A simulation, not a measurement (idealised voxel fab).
process module | voxel wiring stack
cross-section cut | 280 nm wide | cells 5 nm
A cross-section is a grid of square cells, given in bands from the top down. A band is one or more rows of cells.
Each band's line starts with the height of the band's top and of its bottom, in nm. Then come its materials from left to right, each with its width in nm. One material with "throughout" fills the band from edge to edge. "air" is empty space.
Height 0 is the level under which the wafer as received is all one material. The lowest band goes on downwards, as in "0 down".
A width such as "30 to 40" changes by the same amount from each row of cells to the next, from the band's top row to its bottom row.
"no change" after a step means that no cell of the cross-section changed.
closed voids: empty space of 8 cells or more with no open way to the top, each as width x height at its distance from the left edge, in nm
after a step's settings: what the simulator itself notes on the step
overlay nm, on a step with a mask: how far to the right of its planned place the mask lay; to the left if negative
Each pair below shows a cross-section before one step and the cross-section after it, down to the lowest band that changed. The line under each pair gives the step between them, with its settings. The pairs can come from different runs of this module on the same starting wafer, so a pair continues from the pair above only where its "before" says so.
before
  130 to 115: aC 95 | air 15 | aC 45 | air 15 | aC 110
  115 to 100: lowk 95 | air 15 | lowk 45 | air 15 | lowk 110
  100 to 95: SiCN 95 | air 15 | SiCN 45 | air 15 | SiCN 110
  95 to 70: lowk 90 | SiN 5 | W 30 | SiN 5 | lowk 20 | SiN 5 | W 30 | SiN 5 | lowk 90
  70 to 65: SiN 95 | TiN 30 | SiN 30 | TiN 30 | SiN 95
  65 to 50: lowk 95 | TiN 5 | Cu 5 | TiN 5 | lowk 45 | TiN 5 | Cu 5 | TiN 5 | lowk 110
  50 to 45: SiCN 95 | TiN 15 | SiCN 45 | TiN 15 | SiCN 110
  45 to 40: Ru 100 | SiCN 20 | Ru 40 | SiCN 20 | Ru 100
  40 to 20: Cu 90 | TiN 5 | SiO2 30 | TiN 5 | Cu 20 | TiN 5 | SiO2 30 | TiN 5 | Cu 90
  20 to 15: TiN 95 | SiO2 30 | TiN 30 | SiO2 30 | TiN 95
  15 to 10: SiCN throughout
  10 to 0: SiO2 throughout
  0 down: Si throughout
  closed voids: none
after
  115 to 100: lowk 95 | air 15 | lowk 45 | air 15 | lowk 110
  below 100: unchanged
  closed voids: none
the step between: op STRIP | etch materials aC
before: the cross-section after the pair above
after
  120 to 115: TiN 100 | air 5 | TiN 55 | air 5 | TiN 115
  115 to 100: lowk 95 | TiN 5 | air 5 | TiN 5 | lowk 45 | TiN 5 | air 5 | TiN 5 | lowk 110
  100 to 95: SiCN 95 | TiN 15 | SiCN 45 | TiN 15 | SiCN 110
  below 95: unchanged
  closed voids: none
the step between: op CONFORMAL_DEP | material TiN | thk nm 5
before: the cross-section after the pair above
after
  130 to 120: Cu throughout
  120 to 115: TiN 100 | Cu 5 | TiN 55 | Cu 5 | TiN 115
  115 to 100: lowk 95 | TiN 5 | Cu 5 | TiN 5 | lowk 45 | TiN 5 | Cu 5 | TiN 5 | lowk 110
  below 100: unchanged
  closed voids: none
the step between: op FILL_DEP | material Cu | thk nm 10
before: the cross-section after the pair above
after
  115 to 100: lowk 95 | TiN 5 | Cu 5 | TiN 5 | lowk 45 | TiN 5 | Cu 5 | TiN 5 | lowk 110
  below 100: unchanged
  closed voids: none
the step between: op CMP | height nm 115
before: the cross-section after the pair above
after
  120 to 115: TiN throughout
  below 115: unchanged
  closed voids: none
the step between: op DIRECTIONAL_DEP | material TiN | thk nm 5
before: the cross-section after the pair above
after
  145 to 120: W throughout
  below 120: unchanged
  closed voids: none
the step between: op DIRECTIONAL_DEP | material W | thk nm 25
before: the cross-section after the pair above
after
  155 to 145: aC throughout
  below 145: unchanged
  closed voids: none
the step between: op DIRECTIONAL_DEP | material aC | thk nm 10
before: the cross-section after the pair above
after
  185 to 155: air 95 | resist 30 | air 30 | resist 30 | air 95
  below 155: unchanged
  closed voids: none
the step between: op PATTERN | tone cover | mask id METAL_3 | material resist | width nm 30 | pitch nm 60 | thk nm 30 | overlay nm 0
before: the cross-section after the pair above
after
  175 to 155: air 95 | resist 30 | air 30 | resist 30 | air 95
  155 to 145: air 95 | aC 30 | air 30 | aC 30 | air 95
  below 145: unchanged
  closed voids: none
the step between: op DIRECTIONAL_ETCH | etch materials aC | depth nm 10
before: the cross-section after the pair above
after
  155 to 145: air 95 | aC 30 | air 30 | aC 30 | air 95
  below 145: unchanged
  closed voids: none
the step between: op STRIP | etch materials resist
before: the cross-section after the pair above
after
  155 to 145: air 95 | aC 30 | air 30 | aC 30 | air 95
  145 to 120: air 95 | W 30 | air 30 | W 30 | air 95
  below 120: unchanged
  closed voids: none
the step between: op DIRECTIONAL_ETCH | etch materials W | depth nm 25
before: the cross-section after the pair above
after
  155 to 145: air 95 | aC 30 | air 30 | aC 30 | air 95
  145 to 120: air 95 | W 30 | air 30 | W 30 | air 95
  120 to 115: air 95 | TiN 30 | air 30 | TiN 30 | air 95
  below 115: unchanged
  closed voids: none
the step between: op DIRECTIONAL_ETCH | etch materials TiN | depth nm 5
before: the cross-section after the pair above
after
  145 to 120: air 95 | W 30 | air 30 | W 30 | air 95
  below 120: unchanged
  closed voids: none
the step between: op STRIP | etch materials aC
before: the cross-section after the pair above
after
  155 to 145: lowk throughout
  145 to 120: lowk 95 | W 30 | lowk 30 | W 30 | lowk 95
  120 to 115: lowk 95 | TiN 30 | lowk 30 | TiN 30 | lowk 95
  below 115: unchanged
  closed voids: none
the step between: op FILL_DEP | material lowk | thk nm 10
before: the cross-section after the pair above
after
  145 to 120: lowk 95 | W 30 | lowk 30 | W 30 | lowk 95
  below 120: unchanged
  closed voids: none
the step between: op CMP | height nm 145
before: the cross-section after the pair above
after
  150 to 145: SiN throughout
  below 145: unchanged
  closed voids: none
the step between: op CONFORMAL_DEP | material SiN | thk nm 5
